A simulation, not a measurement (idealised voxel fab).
process module | voxel self aligned contacts
cross-section cut | 200 nm wide | cells 5 nm
A cross-section is a grid of square cells, given in bands from the top down. A band is one or more rows of cells.
Each band's line starts with the height of the band's top and of its bottom, in nm. Then come its materials from left to right, each with its width in nm. One material with "throughout" fills the band from edge to edge. "air" is empty space.
Height 0 is the level under which the wafer as received is all one material. The lowest band goes on downwards, as in "0 down".
A width such as "30 to 40" changes by the same amount from each row of cells to the next, from the band's top row to its bottom row.
"no change" after a step means that no cell of the cross-section changed.
closed voids: empty space of 8 cells or more with no open way to the top, each as width x height at its distance from the left edge, in nm
after a step's settings: what the simulator itself notes on the step
overlay nm, on a step with a mask: how far to the right of its planned place the mask lay; to the left if negative
plan
1 op RECEIVE | material Si
2 op OXIDIZE | depth nm 5
3 op DIRECTIONAL_DEP | material polySi | thk nm 30
4 op DIRECTIONAL_DEP | material SiN | thk nm 15
5 op MASKED_ETCH | tone cover | mask id GATE | width nm 35 | pitch nm 60 | etch materials SiN | depth nm 15 | overlay nm 0
6 op MASKED_ETCH | tone cover | mask id GATE | width nm 35 | pitch nm 60 | etch materials polySi | depth nm 30 | overlay nm 0
7 op CONFORMAL_DEP | material SiN | thk nm 5
8 op DIRECTIONAL_ETCH | etch materials SiN | depth nm 5
9 op FILL_DEP | material SiO2 | thk nm 20
10 op CMP | height nm 55
11 op MASKED_ETCH | tone open | mask id CONTACT | width nm 35 | pitch nm 60 | etch materials SiO2 | depth nm 60 | overlay nm 0
12 op CONFORMAL_DEP | material TiN | thk nm 5
13 op FILL_DEP | material W | thk nm 10
14 op CMP | height nm 55
15 op CONFORMAL_DEP | material SiN | thk nm 5
as received, after step 1
  0 down: Si throughout
  closed voids: none
first wafer at the end, as planned
  60 to 55: SiN throughout
  55 to 45: SiO2 50 | TiN 5 to 15 | W 25 to 5 | TiN 5 to 15 | SiO2 25 | TiN 5 to 15 | W 25 to 5 | TiN 5 to 15 | SiO2 55
  45 to 30: SiO2 15 | SiN 45 | TiN 5 | W 5 | TiN 5 | SiN 45 | TiN 5 | W 5 | TiN 5 | SiN 45 | SiO2 20
  30 to 0: SiO2 15 | SiN 5 | polySi 35 | SiN 5 | TiN 5 | W 5 | TiN 5 | SiN 5 | polySi 35 | SiN 5 | TiN 5 | W 5 | TiN 5 | SiN 5 | polySi 35 | SiN 5 | SiO2 20
  0 to -5: SiO2 60 | TiN 15 | SiO2 45 | TiN 15 | SiO2 65
  -5 down: Si throughout
  closed voids: none
second wafer at the end: like start, like plan, one mistake
  60 to 55: SiN throughout
  55 to 50: W 45 | TiN 5 | SiO2 35 | TiN 5 | W 15 | TiN 5 | SiO2 35 | TiN 5 | W 50
  50 to 45: W 10 | TiN 40 | SiO2 35 | TiN 25 | SiO2 35 | TiN 40 | W 15
  45 to 30: W 10 | TiN 5 | SiN 45 | SiO2 15 | SiN 45 | SiO2 15 | SiN 45 | TiN 5 | W 15
  30 to 0: W 10 | TiN 5 | SiN 5 | polySi 35 | SiN 5 | SiO2 15 | SiN 5 | polySi 35 | SiN 5 | SiO2 15 | SiN 5 | polySi 35 | SiN 5 | TiN 5 | W 15
  0 to -5: TiN 15 | SiO2 165 | TiN 20
  -5 down: Si throughout
  closed voids: none
what went wrong: step 11 ran as: op MASKED_ETCH | tone cover | mask id CONTACT | width nm 35 | pitch nm 60 | etch materials SiO2 | depth nm 60 | overlay nm 0
at the end the second wafer has, in cells: 34 fewer of SiO2 | 8 fewer of TiN | 42 more of W
